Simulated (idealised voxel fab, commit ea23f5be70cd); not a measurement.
This section sets out a process module, namely voxel released beams.
Cross-section cut spans 235 nm and uses square cells 5 nm in size.
Bands, listed from the top down, are how a cross-section gets written in this document; the cross-section itself is a grid of square cells, and a band is one or more rows of them.
It is stipulated that each band's entry specify, in nanometres, the height of the top of the band and then that of its bottom, followed by the materials of the band in left-to-right sequence, each together with its width in nanometres. A single material marked by the word "throughout" is understood to fill the band from edge to edge; the word "empty" is understood to denote empty space.
Measure heights from 0. That's the level where, below it, the as-received wafer is all one material. The lowest band is bottomless and extends downward; write it as in "z 0 and below".
Think of "30->40" as a width that walks from the first number to the second as you go down the band, top row to bottom row, taking equal-sized steps from row to row.
Given "everything unchanged" for a step, no cell of the cross-section differs between before and after that step.
Enclosed voids (no open way to top), threshold 8 cells or more, entry "Listed closed voids", notation width x height at distance, distance from left edge, nm.
Where a step's line continues beyond its settings, the continuation is a remark by the simulator itself on that step.
What "overlay nm" on a step's line means: if the step has a mask, that mask lay this far to the right of its planned place, or, when the value is negative, to the left.
Steps planned for the process
1. RECEIVE,material Si
2. CONFORMAL_DEP,material SiN,thk nm 10
3. DIRECTIONAL_DEP,material SiO2,thk nm 15
4. DIRECTIONAL_DEP,material aC,thk nm 10
5. PATTERN,tone open,mask id ANCHOR,material resist,width nm 35,thk nm 25,overlay nm 0
6. DIRECTIONAL_ETCH,etch materials aC,depth nm 10
7. STRIP,etch materials resist
8. DIRECTIONAL_ETCH,etch materials SiO2,depth nm 15
9. STRIP,etch materials aC
10. CONFORMAL_DEP,material TiN,thk nm 10
11. DIRECTIONAL_DEP,material aC,thk nm 15
12. PATTERN,tone cover,mask id BEAM,material resist,width nm 90,thk nm 30,overlay nm 0
13. DIRECTIONAL_ETCH,etch materials aC,depth nm 15
14. STRIP,etch materials resist
15. DIRECTIONAL_ETCH,etch materials TiN,depth nm 10
16. STRIP,etch materials aC
17. STRIP,etch materials SiO2
The cross-section here shows the wafer as received, i.e. in its state after step 1
  z 0 and below = Si throughout
  Listed closed voids: none
Look at the cross-section after the module: the wafer started out the way shown above and the plan was the one shown above, yet one mistake was made along the way
  z 35 to 30 = empty 70, then TiN 15, then empty 15, then TiN 60, then empty 75
  z 30 to 25 = TiN 85, then empty 15, then TiN 135
  z 25 to 20 = SiO2 75, then TiN 10, then empty 15, then TiN 10, then SiO2 125
  z 20 to 10 = SiO2 75, then TiN 35, then SiO2 125
  z 10 to 0 = SiN throughout
  z 0 and below = Si throughout
  Listed closed voids: none
Here's what went sideways: step 15 deviated from plan and actually ran as DIRECTIONAL_ETCH,etch materials TiN,depth nm 5
